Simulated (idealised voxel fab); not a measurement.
Proc. module: voxel quadruple lines
We display cut, a cross-section 230 nm in width whose square cells are each 5 nm.
When this document writes out a cross-section, it uses a grid of square cells and lists it as bands, beginning at the top and moving down, with a band standing for one or more rows of cells. A band entry consists of two parts. The first gives the height of the band's top and the height of its bottom, in nm. The rest lists the band's materials from left to right, each with its width in nm. A single material labelled with the word "all across" fills the band from edge to edge, and the word "blank" marks empty space. For the purposes of this specification, 0 denotes the height below which the wafer in its as-received condition is composed wholly of one material, and the lowermost band, lacking a lower limit, extends downward without end, as expressed in "z 0 and below". A two-number width, for instance "30..40", indicates that the width is equal to the first number in the top row of the band and to the second number in the bottom row, and that it changes by a constant amount per row of cells. "all unchanged", as given for a step, is the statement that not any cell of the cross-section underwent a change during that step. "Closed void listing" enumerates empty spaces isolated from the top, with no open way to it, that contain at least 8 cells, giving each as width x height at distance from the left edge, all three in nm. Where a step's line continues beyond its settings, the continuation is a remark by the simulator itself on that step. overlay nm, on a step with a mask: how far to the right of its planned place the mask lay; to the left if negative.
THE PROCESS STEPS THAT WERE PLANNED ARE LISTED BELOW
1,RECEIVE,material Si
2,CONFORMAL_DEP,material SiO2,thk nm 5
3,DIRECTIONAL_DEP,material TiN,thk nm 10
4,DIRECTIONAL_DEP,material polySi,thk nm 15
5,DIRECTIONAL_DEP,material aC,thk nm 20
6,PATTERN,tone cover,mask id MANDREL,material resist,width nm 25,thk nm 25,overlay nm -15
7,DIRECTIONAL_ETCH,etch materials aC,depth nm 20
8,STRIP,etch materials resist
9,CONFORMAL_DEP,material SiO2,thk nm 15
10,DIRECTIONAL_ETCH,etch materials SiO2,depth nm 15
11,STRIP,etch materials aC
12,DIRECTIONAL_ETCH,etch materials polySi,depth nm 15
13,STRIP,etch materials SiO2
14,CONFORMAL_DEP,material SiCN,thk nm 5
15,DIRECTIONAL_ETCH,etch materials SiCN,depth nm 5
16,STRIP,etch materials polySi
17,DIRECTIONAL_ETCH,etch materials TiN,depth nm 10
18,STRIP,etch materials SiCN
19,FILL_DEP,material SiO2,thk nm 5
20,CMP,height nm 15
It is noted that the wafers described herein are identical at the outset and are distinguished by the overlay nm of step 6; the value stated in the plan corresponds to the first wafer.
CROSS-SECTIONAL VIEW OF THE FIRST OF SEVERAL WAFERS IN THE AS-RECEIVED CONDITION, CORRESPONDING TO THE STATE FOLLOWING STEP 1
* z 0 and below | Si all across
* Closed void listing: none
END OF MODULE: CROSS-SECTION OF THE FIRST OF SEVERAL WAFERS AFTER STEP 20, THE LAST STEP
* z 15 to 5 | 65 of SiO2 / 5 of TiN / 15 of SiO2 / 5 of TiN / 15 of SiO2 / 5 of TiN / 15 of SiO2 / 5 of TiN / 100 of SiO2
* z 5 to 0 | SiO2 all across
* z 0 and below | Si all across
* Closed void listing: none
LAST WAFER X-SEC, END OF MODULE
* z 15 to 5 | 95 of SiO2 / 5 of TiN / 15 of SiO2 / 5 of TiN / 15 of SiO2 / 5 of TiN / 15 of SiO2 / 5 of TiN / 70 of SiO2
* z 5 to 0 | SiO2 all across
* z 0 and below | Si all across
* Closed void listing: none
THE FOLLOWING TABLE CONTAINS A ROW PER WAFER, IN WHICH ARE REPORTED, AT THE CONCLUSION OF THE MODULE, THE CELLS OF EACH MATERIAL GAINED (+) OR LOST (-) SINCE THE WAFER'S RECEIPT, WITH ITS CLOSED VOIDS GIVEN THEREAFTER
overlay nm -15; +130 SiO2; +8 TiN; Closed void listing: none
overlay nm -10; +130 SiO2; +8 TiN; Closed void listing: none
overlay nm -5; +130 SiO2; +8 TiN; Closed void listing: none
overlay nm 0; +130 SiO2; +8 TiN; Closed void listing: none
overlay nm 5; +130 SiO2; +8 TiN; Closed void listing: none
overlay nm 10; +130 SiO2; +8 TiN; Closed void listing: none
overlay nm 15; +130 SiO2; +8 TiN; Closed void listing: none
